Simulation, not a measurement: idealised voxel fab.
Process module under the name voxel capacitor over wiring
270 nm wide, 5 nm square cells: that's cross-section cut.
Bands, listed from the top down, are how a cross-section gets written in this document; the cross-section itself is a grid of square cells, and a band is one or more rows of them. Per band: top height and bottom height in nm, followed by the left-to-right materials and their widths in nm; "all across" marks a single material spanning edge to edge, "air" marks empty space. We count height from 0. Below that, the starting wafer is all one material. The lowest band never ends at the bottom but goes on down; see "from 0 down" for how that is written. Quick explanation for "30 to 40": the width changes in equal steps down the rows of cells, from the first number in the band's top row to the second number in its bottom row. "no alterations made" for a step: no cell of the cross-section changed in that step. "Sealed internal cavities" contains a list of empty spaces, each no smaller than 8 cells and without an open way to the top, written in the form width x height at distance with the distance from the left edge and all three in nm. Whatever follows a step's settings on its line is a remark the simulator itself makes about that step. "overlay nm", when on a step's line for a step with a mask, measures how far to the right of its planned place the mask lay; a negative measure means to the left.
THE PLANNED PROCESS STEPS ARE ENUMERATED HEREUNDER
1: RECEIVE, material Si
2: CONFORMAL_DEP, material SiO2, thk nm 15
3: CONFORMAL_DEP, material SiCN, thk nm 5
4: DIRECTIONAL_DEP, material SiO2, thk nm 25
5: MASKED_ETCH, tone open, mask id METAL_1, width nm 20, pitch nm 90, etch materials SiO2, depth nm 25, overlay nm 0
6: MASKED_ETCH, tone open, mask id METAL_1, width nm 20, pitch nm 90, etch materials SiCN, depth nm 5, overlay nm 0
7: CONFORMAL_DEP, material TiN, thk nm 5
8: FILL_DEP, material Cu, thk nm 10
9: CMP, height nm 45
10: EPI, material Ru, thk nm 5
11: FILL_DEP, material SiCN, thk nm 5
12: DIRECTIONAL_DEP, material lowk, thk nm 10
13: MASKED_ETCH, tone open, mask id PLUG_1, width nm 15, etch materials lowk, depth nm 10, overlay nm 0
14: MASKED_ETCH, tone open, mask id PLUG_1, width nm 15, etch materials SiCN, depth nm 5, overlay nm 0
15: CONFORMAL_DEP, material TiN, thk nm 5
16: FILL_DEP, material W, thk nm 10
17: CMP, height nm 65
18: DIRECTIONAL_DEP, material TiN, thk nm 5
19: DIRECTIONAL_DEP, material HfO2, thk nm 5
20: DIRECTIONAL_DEP, material TiN, thk nm 10
21: MASKED_ETCH, tone cover, mask id UPPER_PLATE, width nm 75, etch materials TiN, depth nm 10, overlay nm 0
22: MASKED_ETCH, tone cover, mask id UPPER_PLATE, width nm 75, etch materials HfO2, depth nm 5, overlay nm 0
23: MASKED_ETCH, tone cover, mask id LOWER_PLATE, width nm 85, etch materials TiN, depth nm 5, overlay nm 0
24: FILL_DEP, material SiO2, thk nm 20
25: CMP, height nm 100
26: MASKED_ETCH, tone open, mask id PLUG_2, width nm 15, etch materials SiO2, depth nm 15, overlay nm 0
27: CONFORMAL_DEP, material TiN, thk nm 5
28: FILL_DEP, material W, thk nm 10
29: CMP, height nm 100
30: CONFORMAL_DEP, material SiCN, thk nm 5
RECEIVED-STATE CROSS-SECTION, REFLECTING COMPLETION OF STEP 1
	from 0 down = Si all across
	Sealed internal cavities: none
END STATE OF THE MODULE IN CROSS-SECTION, GIVEN THE ABOVE STARTING POINT AND PLAN AND ONE MISTAKE IN EXECUTION
	from 105 to 100 = SiCN all across
	from 100 to 90 = SiO2=95 / TiN=5 / W=5 / TiN=5 / SiO2=160
	from 90 to 85 = SiO2=95 / TiN=15 / SiO2=160
	from 85 to 75 = SiO2=85 / TiN=75 / SiO2=110
	from 75 to 70 = SiO2=85 / HfO2=75 / SiO2=110
	from 70 to 65 = SiO2=80 / TiN=85 / SiO2=105
	from 65 to 60 = SiCN=85 / TiN=15 / SiCN=170
	from 60 to 55 = SiCN=75 / lowk=30 / SiCN=60 / lowk=30 / SiCN=75
	from 55 to 50 = lowk all across
	from 50 to 45 = lowk=75 / Ru=30 / lowk=60 / Ru=30 / lowk=75
	from 45 to 20 = SiO2=80 / TiN=5 / Cu=10 / TiN=5 / SiO2=70 / TiN=5 / Cu=10 / TiN=5 / SiO2=80
	from 20 to 15 = SiCN=80 / TiN=20 / SiCN=70 / TiN=20 / SiCN=80
	from 15 to 0 = SiO2 all across
	from 0 down = Si all across
	Sealed internal cavities: none
Short version of what went wrong: the run placed steps 11 and 12 each in the position the plan gave to the other
